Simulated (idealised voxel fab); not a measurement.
process module | voxel wiring stack
The cross-section on display is named cut; it measures 190 nm wide, and its cells are 5 nm squares.
How to read a cross-section here: the picture is a grid of square cells, written as bands going from the top down, and any band can span one or more rows of cells. Top height, bottom height, nm. Materials left to right, width each, nm. Single material + "edge to edge" = fills band edge to edge. "blank" = empty. The reference from which all heights are counted is 0, the level beneath which the as-received wafer is entirely one material; the lowest band, having no lower bound, proceeds downward and is written after the example "0 down". Width: "30->40" (first number = top row, second number = bottom row, same change from row to row of cells). Take "left unchanged" at face value: in the step it is given for, the cross-section changed in none of its cells. In the "Sealed internal voids" entry, you get each enclosed empty space of 8 cells or more, one with no open way to the top, written width x height at distance, distance from the left edge, in nm. Heads up: the bit after the settings on a step's line is the simulator's remark on that step. overlay nm: right-of-plan distance of the mask on a masked step; negative values mean left-of-plan.
[Planned step list for the process]
1,RECEIVE: material Si
2,CONFORMAL_DEP: material SiO2, thk nm 10
3,CONFORMAL_DEP: material SiN, thk nm 5
4,DIRECTIONAL_DEP: material lowk, thk nm 15
5,DIRECTIONAL_DEP: material aC, thk nm 10
6,PATTERN: tone open, mask id METAL_1, material resist, width nm 30, pitch nm 60, thk nm 30, overlay nm 0
7,DIRECTIONAL_ETCH: etch materials aC, depth nm 10
8,STRIP: etch materials resist
9,DIRECTIONAL_ETCH: etch materials lowk, depth nm 15
10,DIRECTIONAL_ETCH: etch materials SiN, depth nm 5
11,STRIP: etch materials aC
12,CONFORMAL_DEP: material TiN, thk nm 5
13,FILL_DEP: material Cu, thk nm 10
14,CMP: height nm 30
15,EPI: material Ru, thk nm 5
16,FILL_DEP: material SiCN, thk nm 5
17,DIRECTIONAL_DEP: material SiO2, thk nm 15
18,PATTERN: tone open, mask id PLUG_1, material resist, width nm 15, pitch nm 60, thk nm 20, overlay nm 0
19,DIRECTIONAL_ETCH: etch materials SiO2, depth nm 15
20,DIRECTIONAL_ETCH: etch materials SiCN, depth nm 5
21,STRIP: etch materials resist
22,CONFORMAL_DEP: material TiN, thk nm 5
23,FILL_DEP: material Ru, thk nm 10
24,CMP: height nm 55
25,DIRECTIONAL_DEP: material TiN, thk nm 5
26,DIRECTIONAL_DEP: material W, thk nm 20
27,MASKED_ETCH: tone cover, mask id METAL_2, width nm 30, pitch nm 60, etch materials W, depth nm 20, overlay nm 0
28,MASKED_ETCH: tone cover, mask id METAL_2, width nm 30, pitch nm 60, etch materials TiN, depth nm 5, overlay nm 0
29,FILL_DEP: material SiO2, thk nm 5
30,CMP: height nm 80
31,CONFORMAL_DEP: material SiCN, thk nm 5
[Cross-section: wafer on arrival = after step 1]
0 down  Si edge to edge
Sealed internal voids: none
[Final wafer profile in cross-section after the module, from the same start and plan as above, with one mistake made during processing]
85 to 80  SiCN edge to edge
80 to 60  W 20 nm, then SiO2 30 nm, then W 30 nm, then SiO2 30 nm, then W 30 nm, then SiO2 30 nm, then W 20 nm
60 to 55  TiN edge to edge
55 to 40  SiO2 20 nm, then TiN 5 nm, then Ru 5 nm, then TiN 5 nm, then SiO2 45 nm, then TiN 5 nm, then Ru 5 nm, then TiN 5 nm, then SiO2 45 nm, then TiN 5 nm, then Ru 5 nm, then TiN 5 nm, then SiO2 35 nm
40 to 35  SiCN 20 nm, then TiN 15 nm, then SiCN 45 nm, then TiN 15 nm, then SiCN 45 nm, then TiN 15 nm, then SiCN 35 nm
35 to 30  SiCN 15 nm, then Ru 40 nm, then SiCN 20 nm, then Ru 40 nm, then SiCN 20 nm, then Ru 40 nm, then SiCN 15 nm
30 to 15  lowk 20 nm, then TiN 5 nm, then Cu 20 nm, then TiN 5 nm, then lowk 30 nm, then TiN 5 nm, then Cu 20 nm, then TiN 5 nm, then lowk 30 nm, then TiN 5 nm, then Cu 20 nm, then TiN 5 nm, then lowk 20 nm
15 to 10  SiN 20 nm, then TiN 30 nm, then SiN 30 nm, then TiN 30 nm, then SiN 30 nm, then TiN 30 nm, then SiN 20 nm
10 to 0  SiO2 edge to edge
0 down  Si edge to edge
Sealed internal voids: none
It is concluded that the wafer was processed incorrectly with respect to the plan, in that not per plan at step 27, really ran MASKED_ETCH: tone open, mask id METAL_2, width nm 30, pitch nm 60, etch materials W, depth nm 20, overlay nm 0
